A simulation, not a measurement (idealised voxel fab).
voxel self aligned contacts: a process module
Square cells of 5 nm make up the cross-section cut, whose width is 190 nm.
Reading order for cross-sections: top band down to bottom band. Underlying form: a grid of square cells. Band size: one or more rows of cells. The band entry comprises the height of the band's top followed by the height of its bottom, expressed in nm, and subsequently the band's materials from left to right, each stated together with its width in nm. Where a single material is marked with the word "all across", that material fills the band from edge to edge. The word "blank" represents empty space. Heights are expressed relative to 0, this being the level below which the as-received wafer comprises one material exclusively. The lowest band is unbounded in the downward direction and is denoted as in "0 down". Graded width ("30 to 40"): value in top row of band = first number; value in bottom row = second number; row-to-row change constant. Key: "nothing altered" - step with no changed cell in the cross-section. "Enclosed void entries": sealed empty spaces, 8 cells or more, no open way to top, listed width x height at distance, with distance from the left edge and width, height and distance in nm. Anything after a step's settings on that line? It's the simulator's own note about the step. On any step carrying a mask, the "overlay nm" setting, if present on the step's line, tells how far right of its planned place the mask lay; negative values point to the left.
## Process steps (planned)
1: RECEIVE, material Si
2: CONFORMAL_DEP, material SiO2, thk nm 5
3: DIRECTIONAL_DEP, material polySi, thk nm 20
4: DIRECTIONAL_DEP, material SiN, thk nm 20
5: DIRECTIONAL_DEP, material aC, thk nm 15
6: PATTERN, tone cover, mask id GATE, material resist, width nm 25, pitch nm 65, thk nm 35, overlay nm 0
7: DIRECTIONAL_ETCH, etch materials aC, depth nm 15
8: STRIP, etch materials resist
9: DIRECTIONAL_ETCH, etch materials SiN, depth nm 20
10: DIRECTIONAL_ETCH, etch materials polySi, depth nm 20
11: STRIP, etch materials aC
12: CONFORMAL_DEP, material SiN, thk nm 10
13: DIRECTIONAL_ETCH, etch materials SiN, depth nm 10
14: FILL_DEP, material SiO2, thk nm 20
15: CMP, height nm 55
16: PATTERN, tone open, mask id CONTACT, material resist, width nm 50, pitch nm 65, thk nm 20, overlay nm 0
17: DIRECTIONAL_ETCH, etch materials SiO2, depth nm 55
18: STRIP, etch materials resist
19: CONFORMAL_DEP, material TiN, thk nm 5
20: FILL_DEP, material Ru, thk nm 5
21: CMP, height nm 55
22: CONFORMAL_DEP, material SiCN, thk nm 5
## Cross-section of the wafer upon arrival, representing the state reached after step 1
  0 down | Si all across
  Enclosed void entries: none
## Cross-sectional image of the first of two wafers at the end of the module, the run having proceeded as planned
  60 to 55 | SiCN all across
  55 to 45 | 35 of SiO2; 5 to 20 of TiN; 40 to 10 of Ru; 5 to 20 of TiN; 15 of SiO2; 5 to 20 of TiN; 40 to 10 of Ru; 5 to 20 of TiN; 40 of SiO2
  45 to 25 | 5 of SiO2; 45 of SiN; 5 of TiN; 10 of Ru; 5 of TiN; 45 of SiN; 5 of TiN; 10 of Ru; 5 of TiN; 45 of SiN; 10 of SiO2
  25 to 5 | 5 of SiO2; 10 of SiN; 25 of polySi; 10 of SiN; 5 of TiN; 10 of Ru; 5 of TiN; 10 of SiN; 25 of polySi; 10 of SiN; 5 of TiN; 10 of Ru; 5 of TiN; 10 of SiN; 25 of polySi; 10 of SiN; 10 of SiO2
  5 to 0 | 50 of SiO2; 20 of TiN; 45 of SiO2; 20 of TiN; 55 of SiO2
  0 down | Si all across
  Enclosed void entries: none
## Cross-sectional image of the second wafer of the two following completion of the module. Starting state and process plan were the same as for the first wafer; one execution error occurred
  60 to 55 | SiCN all across
  55 to 45 | 35 of SiO2; 5 to 25 of TiN; 40 to 10 of Ru; 5 to 15 of TiN; 15 of SiO2; 5 to 25 of TiN; 40 to 10 of Ru; 5 to 15 of TiN; 40 of SiO2
  45 to 25 | 10 of SiO2; 45 of SiN; 5 of TiN; 10 of Ru; 5 of TiN; 45 of SiN; 5 of TiN; 10 of Ru; 5 of TiN; 45 of SiN; 5 of SiO2
  25 to 5 | 10 of SiO2; 10 of SiN; 25 of polySi; 10 of SiN; 5 of TiN; 10 of Ru; 5 of TiN; 10 of SiN; 25 of polySi; 10 of SiN; 5 of TiN; 10 of Ru; 5 of TiN; 10 of SiN; 25 of polySi; 10 of SiN; 5 of SiO2
  5 to 0 | 55 of SiO2; 20 of TiN; 45 of SiO2; 20 of TiN; 50 of SiO2
  0 down | Si all across
  Enclosed void entries: none
Nonconformance to the process plan: for step 6, the planned setting was not used; the step was instead run as PATTERN, tone cover, mask id GATE, material resist, width nm 25, pitch nm 65, thk nm 35, overlay nm 5
Comparing end states, the material composition by cell count is preserved from the first wafer to the second, while the locations of the cells are not.
